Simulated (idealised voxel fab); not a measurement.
process module | voxel quadruple lines
cross-section cut | 215 nm wide | cells 5 nm
A cross-section is a grid of square cells, given in bands from the top down. A band is one or more rows of cells.
Each band's line starts with the height of the band's top and of its bottom, in nm. Then come its materials from left to right, each with its width in nm. One material with "throughout" fills the band from edge to edge. "air" is empty space.
Height 0 is the level under which the wafer as received is all one material. The lowest band goes on downwards, as in "0 down".
A width such as "30 to 40" changes by the same amount from each row of cells to the next, from the band's top row to its bottom row.
"no change" after a step means that no cell of the cross-section changed.
closed voids: empty space of 8 cells or more with no open way to the top, each as width x height at its distance from the left edge, in nm
after a step's settings: what the simulator itself notes on the step
overlay nm, on a step with a mask: how far to the right of its planned place the mask lay; to the left if negative
plan
1 op RECEIVE | material Si
2 op CONFORMAL_DEP | material SiO2 | thk nm 5
3 op DIRECTIONAL_DEP | material TiN | thk nm 15
4 op DIRECTIONAL_DEP | material polySi | thk nm 15
5 op DIRECTIONAL_DEP | material aC | thk nm 25
6 op PATTERN | tone cover | mask id MANDREL | material resist | width nm 35 | thk nm 35 | overlay nm 0
7 op DIRECTIONAL_ETCH | etch materials aC | depth nm 25
8 op STRIP | etch materials resist
9 op CONFORMAL_DEP | material SiO2 | thk nm 15
10 op DIRECTIONAL_ETCH | etch materials SiO2 | depth nm 15
11 op STRIP | etch materials aC
12 op DIRECTIONAL_ETCH | etch materials polySi | depth nm 15
13 op STRIP | etch materials SiO2
14 op CONFORMAL_DEP | material SiCN | thk nm 10
15 op DIRECTIONAL_ETCH | etch materials SiCN | depth nm 10
16 op STRIP | etch materials polySi
17 op DIRECTIONAL_ETCH | etch materials TiN | depth nm 15
18 op STRIP | etch materials SiCN
19 op FILL_DEP | material lowk | thk nm 10
20 op CMP | height nm 20
as received, after step 1
  0 down: Si throughout
  closed voids: none
a wafer at the end: this start, this plan, one mistake
  20 to 15: lowk throughout
  15 to 5: lowk 65 | TiN 10 | lowk 15 | TiN 10 | lowk 15 | TiN 10 | lowk 15 | TiN 10 | lowk 65
  5 to 0: SiO2 throughout
  0 down: Si throughout
  closed voids: none
what went wrong: step 3 ran as: op DIRECTIONAL_DEP | material TiN | thk nm 10
